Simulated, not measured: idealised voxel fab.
process module | voxel trench capacitor
cross-section cut | 260 nm wide | cells 5 nm
A cross-section is a grid of square cells, given in bands from the top down. A band is one or more rows of cells.
Each band's line starts with the height of the band's top and of its bottom, in nm. Then come its materials from left to right, each with its width in nm. One material with "throughout" fills the band from edge to edge. "air" is empty space.
Height 0 is the level under which the wafer as received is all one material. The lowest band goes on downwards, as in "0 down".
A width such as "30 to 40" changes by the same amount from each row of cells to the next, from the band's top row to its bottom row.
"no change" after a step means that no cell of the cross-section changed.
closed voids: empty space of 8 cells or more with no open way to the top, each as width x height at its distance from the left edge, in nm
after a step's settings: what the simulator itself notes on the step
overlay nm, on a step with a mask: how far to the right of its planned place the mask lay; to the left if negative
plan
1 op RECEIVE | material Si
2 op CONFORMAL_DEP | material SiN | thk nm 10
3 op DIRECTIONAL_DEP | material aC | thk nm 15
4 op PATTERN | tone open | mask id TRENCH | material resist | width nm 30 | pitch nm 60 | thk nm 35 | overlay nm 0
5 op DIRECTIONAL_ETCH | etch materials aC | depth nm 15
6 op STRIP | etch materials resist
7 op DIRECTIONAL_ETCH | etch materials SiN | depth nm 10
8 op DIRECTIONAL_ETCH | etch materials Si | depth nm 40
9 op STRIP | etch materials aC
10 op CONFORMAL_DEP | material HfO2 | thk nm 5
11 op CONFORMAL_DEP | material TiN | thk nm 5
12 op FILL_DEP | material W | thk nm 10
13 op CMP | height nm 10
first wafer, as planned
as received, after step 1
  0 down: Si throughout
  closed voids: none
after step 2
  10 to 0: SiN throughout
  below 0: unchanged
after step 3
  25 to 10: aC throughout
  below 10: unchanged
after step 4
  60 to 25: resist 25 | air 30 | resist 30 | air 30 | resist 30 | air 30 | resist 30 | air 30 | resist 25
  below 25: unchanged
after step 5
  45 to 25: resist 25 | air 30 | resist 30 | air 30 | resist 30 | air 30 | resist 30 | air 30 | resist 25
  25 to 10: aC 25 | air 30 | aC 30 | air 30 | aC 30 | air 30 | aC 30 | air 30 | aC 25
  below 10: unchanged
after step 6
  25 to 10: aC 25 | air 30 | aC 30 | air 30 | aC 30 | air 30 | aC 30 | air 30 | aC 25
  below 10: unchanged
after step 7
  25 to 10: aC 25 | air 30 | aC 30 | air 30 | aC 30 | air 30 | aC 30 | air 30 | aC 25
  10 to 0: SiN 25 | air 30 | SiN 30 | air 30 | SiN 30 | air 30 | SiN 30 | air 30 | SiN 25
  below 0: unchanged
after step 8
  25 to 10: aC 25 | air 30 | aC 30 | air 30 | aC 30 | air 30 | aC 30 | air 30 | aC 25
  10 to 0: SiN 25 | air 30 | SiN 30 | air 30 | SiN 30 | air 30 | SiN 30 | air 30 | SiN 25
  0 to -40: Si 25 | air 30 | Si 30 | air 30 | Si 30 | air 30 | Si 30 | air 30 | Si 25
  below -40: unchanged
after step 9
  10 to 0: SiN 25 | air 30 | SiN 30 | air 30 | SiN 30 | air 30 | SiN 30 | air 30 | SiN 25
  below 0: unchanged
after step 10
  15 to 10: HfO2 30 | air 20 | HfO2 40 | air 20 | HfO2 40 | air 20 | HfO2 40 | air 20 | HfO2 30
  10 to 0: SiN 25 | HfO2 5 | air 20 | HfO2 5 | SiN 30 | HfO2 5 | air 20 | HfO2 5 | SiN 30 | HfO2 5 | air 20 | HfO2 5 | SiN 30 | HfO2 5 | air 20 | HfO2 5 | SiN 25
  0 to -35: Si 25 | HfO2 5 | air 20 | HfO2 5 | Si 30 | HfO2 5 | air 20 | HfO2 5 | Si 30 | HfO2 5 | air 20 | HfO2 5 | Si 30 | HfO2 5 | air 20 | HfO2 5 | Si 25
  -35 to -40: Si 25 | HfO2 30 | Si 30 | HfO2 30 | Si 30 | HfO2 30 | Si 30 | HfO2 30 | Si 25
  below -40: unchanged
after step 11
  20 to 15: TiN 35 | air 10 | TiN 50 | air 10 | TiN 50 | air 10 | TiN 50 | air 10 | TiN 35
  15 to 10: HfO2 30 | TiN 5 | air 10 | TiN 5 | HfO2 40 | TiN 5 | air 10 | TiN 5 | HfO2 40 | TiN 5 | air 10 | TiN 5 | HfO2 40 | TiN 5 | air 10 | TiN 5 | HfO2 30
  10 to 0: SiN 25 | HfO2 5 | TiN 5 | air 10 | TiN 5 | HfO2 5 | SiN 30 | HfO2 5 | TiN 5 | air 10 | TiN 5 | HfO2 5 | SiN 30 | HfO2 5 | TiN 5 | air 10 | TiN 5 | HfO2 5 | SiN 30 | HfO2 5 | TiN 5 | air 10 | TiN 5 | HfO2 5 | SiN 25
  0 to -30: Si 25 | HfO2 5 | TiN 5 | air 10 | TiN 5 | HfO2 5 | Si 30 | HfO2 5 | TiN 5 | air 10 | TiN 5 | HfO2 5 | Si 30 | HfO2 5 | TiN 5 | air 10 | TiN 5 | HfO2 5 | Si 30 | HfO2 5 | TiN 5 | air 10 | TiN 5 | HfO2 5 | Si 25
  -30 to -35: Si 25 | HfO2 5 | TiN 20 | HfO2 5 | Si 30 | HfO2 5 | TiN 20 | HfO2 5 | Si 30 | HfO2 5 | TiN 20 | HfO2 5 | Si 30 | HfO2 5 | TiN 20 | HfO2 5 | Si 25
  below -35: unchanged
after step 12
  30 to 20: W throughout
  20 to 15: TiN 35 | W 10 | TiN 50 | W 10 | TiN 50 | W 10 | TiN 50 | W 10 | TiN 35
  15 to 10: HfO2 30 | TiN 5 | W 10 | TiN 5 | HfO2 40 | TiN 5 | W 10 | TiN 5 | HfO2 40 | TiN 5 | W 10 | TiN 5 | HfO2 40 | TiN 5 | W 10 | TiN 5 | HfO2 30
  10 to 0: SiN 25 | HfO2 5 | TiN 5 | W 10 | TiN 5 | HfO2 5 | SiN 30 | HfO2 5 | TiN 5 | W 10 | TiN 5 | HfO2 5 | SiN 30 | HfO2 5 | TiN 5 | W 10 | TiN 5 | HfO2 5 | SiN 30 | HfO2 5 | TiN 5 | W 10 | TiN 5 | HfO2 5 | SiN 25
  0 to -30: Si 25 | HfO2 5 | TiN 5 | W 10 | TiN 5 | HfO2 5 | Si 30 | HfO2 5 | TiN 5 | W 10 | TiN 5 | HfO2 5 | Si 30 | HfO2 5 | TiN 5 | W 10 | TiN 5 | HfO2 5 | Si 30 | HfO2 5 | TiN 5 | W 10 | TiN 5 | HfO2 5 | Si 25
  below -30: unchanged
after step 13
  10 to 0: SiN 25 | HfO2 5 | TiN 5 | W 10 | TiN 5 | HfO2 5 | SiN 30 | HfO2 5 | TiN 5 | W 10 | TiN 5 | HfO2 5 | SiN 30 | HfO2 5 | TiN 5 | W 10 | TiN 5 | HfO2 5 | SiN 30 | HfO2 5 | TiN 5 | W 10 | TiN 5 | HfO2 5 | SiN 25
  below 0: unchanged
second wafer: like start, like plan, one mistake. Through step 4 it matches the first wafer
when step 5 should have ended
  30 to 25: resist 25 | air 30 | resist 30 | air 30 | resist 30 | air 30 | resist 30 | air 30 | resist 25
  25 to 10: aC 25 | air 30 | aC 30 | air 30 | aC 30 | air 30 | aC 30 | air 30 | aC 25
  below 10: unchanged
when step 6 should have ended
  25 to 10: aC 25 | air 30 | aC 30 | air 30 | aC 30 | air 30 | aC 30 | air 30 | aC 25
  below 10: unchanged
when step 7 should have ended
  25 to 10: aC 25 | air 30 | aC 30 | air 30 | aC 30 | air 30 | aC 30 | air 30 | aC 25
  10 to 0: SiN 25 | air 30 | SiN 30 | air 30 | SiN 30 | air 30 | SiN 30 | air 30 | SiN 25
  below 0: unchanged
when step 8 should have ended
  25 to 10: aC 25 | air 30 | aC 30 | air 30 | aC 30 | air 30 | aC 30 | air 30 | aC 25
  10 to 0: SiN 25 | air 30 | SiN 30 | air 30 | SiN 30 | air 30 | SiN 30 | air 30 | SiN 25
  0 to -40: Si 25 | air 30 | Si 30 | air 30 | Si 30 | air 30 | Si 30 | air 30 | Si 25
  below -40: unchanged
when step 9 should have ended
  10 to 0: SiN 25 | air 30 | SiN 30 | air 30 | SiN 30 | air 30 | SiN 30 | air 30 | SiN 25
  below 0: unchanged
when step 10 should have ended
  15 to 10: HfO2 30 | air 20 | HfO2 40 | air 20 | HfO2 40 | air 20 | HfO2 40 | air 20 | HfO2 30
  10 to 0: SiN 25 | HfO2 5 | air 20 | HfO2 5 | SiN 30 | HfO2 5 | air 20 | HfO2 5 | SiN 30 | HfO2 5 | air 20 | HfO2 5 | SiN 30 | HfO2 5 | air 20 | HfO2 5 | SiN 25
  0 to -35: Si 25 | HfO2 5 | air 20 | HfO2 5 | Si 30 | HfO2 5 | air 20 | HfO2 5 | Si 30 | HfO2 5 | air 20 | HfO2 5 | Si 30 | HfO2 5 | air 20 | HfO2 5 | Si 25
  -35 to -40: Si 25 | HfO2 30 | Si 30 | HfO2 30 | Si 30 | HfO2 30 | Si 30 | HfO2 30 | Si 25
  below -40: unchanged
when step 11 should have ended
  20 to 15: TiN 35 | air 10 | TiN 50 | air 10 | TiN 50 | air 10 | TiN 50 | air 10 | TiN 35
  15 to 10: HfO2 30 | TiN 5 | air 10 | TiN 5 | HfO2 40 | TiN 5 | air 10 | TiN 5 | HfO2 40 | TiN 5 | air 10 | TiN 5 | HfO2 40 | TiN 5 | air 10 | TiN 5 | HfO2 30
  10 to 0: SiN 25 | HfO2 5 | TiN 5 | air 10 | TiN 5 | HfO2 5 | SiN 30 | HfO2 5 | TiN 5 | air 10 | TiN 5 | HfO2 5 | SiN 30 | HfO2 5 | TiN 5 | air 10 | TiN 5 | HfO2 5 | SiN 30 | HfO2 5 | TiN 5 | air 10 | TiN 5 | HfO2 5 | SiN 25
  0 to -30: Si 25 | HfO2 5 | TiN 5 | air 10 | TiN 5 | HfO2 5 | Si 30 | HfO2 5 | TiN 5 | air 10 | TiN 5 | HfO2 5 | Si 30 | HfO2 5 | TiN 5 | air 10 | TiN 5 | HfO2 5 | Si 30 | HfO2 5 | TiN 5 | air 10 | TiN 5 | HfO2 5 | Si 25
  -30 to -35: Si 25 | HfO2 5 | TiN 20 | HfO2 5 | Si 30 | HfO2 5 | TiN 20 | HfO2 5 | Si 30 | HfO2 5 | TiN 20 | HfO2 5 | Si 30 | HfO2 5 | TiN 20 | HfO2 5 | Si 25
  below -35: unchanged
when step 12 should have ended
  30 to 20: W throughout
  20 to 15: TiN 35 | W 10 | TiN 50 | W 10 | TiN 50 | W 10 | TiN 50 | W 10 | TiN 35
  15 to 10: HfO2 30 | TiN 5 | W 10 | TiN 5 | HfO2 40 | TiN 5 | W 10 | TiN 5 | HfO2 40 | TiN 5 | W 10 | TiN 5 | HfO2 40 | TiN 5 | W 10 | TiN 5 | HfO2 30
  10 to 0: SiN 25 | HfO2 5 | TiN 5 | W 10 | TiN 5 | HfO2 5 | SiN 30 | HfO2 5 | TiN 5 | W 10 | TiN 5 | HfO2 5 | SiN 30 | HfO2 5 | TiN 5 | W 10 | TiN 5 | HfO2 5 | SiN 30 | HfO2 5 | TiN 5 | W 10 | TiN 5 | HfO2 5 | SiN 25
  0 to -30: Si 25 | HfO2 5 | TiN 5 | W 10 | TiN 5 | HfO2 5 | Si 30 | HfO2 5 | TiN 5 | W 10 | TiN 5 | HfO2 5 | Si 30 | HfO2 5 | TiN 5 | W 10 | TiN 5 | HfO2 5 | Si 30 | HfO2 5 | TiN 5 | W 10 | TiN 5 | HfO2 5 | Si 25
  below -30: unchanged
when step 13 should have ended
  10 to 0: SiN 25 | HfO2 5 | TiN 5 | W 10 | TiN 5 | HfO2 5 | SiN 30 | HfO2 5 | TiN 5 | W 10 | TiN 5 | HfO2 5 | SiN 30 | HfO2 5 | TiN 5 | W 10 | TiN 5 | HfO2 5 | SiN 30 | HfO2 5 | TiN 5 | W 10 | TiN 5 | HfO2 5 | SiN 25
  below 0: unchanged
what went wrong: step 5 was run twice
at the end the two cross-sections are the same: no effect in what this model computes
